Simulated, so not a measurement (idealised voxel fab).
Module name: voxel spacer lines (process module)
Shown is cross-section cut, with a width of 200 nm and square cells of size 5 nm.
Square cells in a grid make up a cross-section in this document, and the grid is given as bands, listed from the top down, each one or more rows of cells.
Per band: top height and bottom height in nm, followed by the left-to-right materials and their widths in nm; "everywhere" marks a single material spanning edge to edge, "blank" marks empty space.
Heights from 0 (as-received wafer is one material below). Bottom band endless downward, as "0 nm and below".
A width such as "30..40" changes by the same amount from each row of cells to the next, from the band's top row to its bottom row.
Given "remained the same" for a step, no cell of the cross-section differs between before and after that step.
So "Enclosed void catalog" is basically the list of trapped voids: any empty space of 8 cells or more that can't reach the top through an opening. They're written width x height at distance, the distance being from the left edge, and it's all nm.
after a step's settings: what the simulator itself notes on the step
The "overlay nm" setting may appear on a step's line; for a step that uses a mask, it gives how far to the right of its planned position the mask lay, and a negative value indicates the left.
Process steps foreseen in the plan
step 1: RECEIVE,material Si
step 2: CONFORMAL_DEP,material Al2O3,thk nm 5
step 3: DIRECTIONAL_DEP,material W,thk nm 15
step 4: DIRECTIONAL_DEP,material polySi,thk nm 25
step 5: PATTERN,tone cover,mask id MANDREL,material resist,width nm 20,pitch nm 70,thk nm 35,overlay nm 0
step 6: DIRECTIONAL_ETCH,etch materials polySi,depth nm 25
step 7: STRIP,etch materials resist
step 8: CONFORMAL_DEP,material SiN,thk nm 15
step 9: DIRECTIONAL_ETCH,etch materials SiN,depth nm 15
step 10: STRIP,etch materials polySi
step 11: DIRECTIONAL_ETCH,etch materials W,depth nm 15
step 12: STRIP,etch materials SiN
step 13: FILL_DEP,material lowk,thk nm 5
step 14: CMP,height nm 20
This is the cross-section of the wafer as we received it, i.e. after step 1
- 0 nm and below: Si everywhere
- Enclosed void catalog: none
Final cross-section, module run with one mistake (start and plan as above)
- 20 nm to 5 nm: 35 nm lowk / 15 nm W / 30 nm lowk / 15 nm W / 10 nm lowk / 15 nm W / 30 nm lowk / 15 nm W / 35 nm lowk
- 5 nm to 0 nm: Al2O3 everywhere
- 0 nm and below: Si everywhere
- Enclosed void catalog: none
what went wrong: so step 5 ended up running with a different setting than we planned, it ran as PATTERN,tone cover,mask id MANDREL,material resist,width nm 30,pitch nm 70,thk nm 35,overlay nm 0
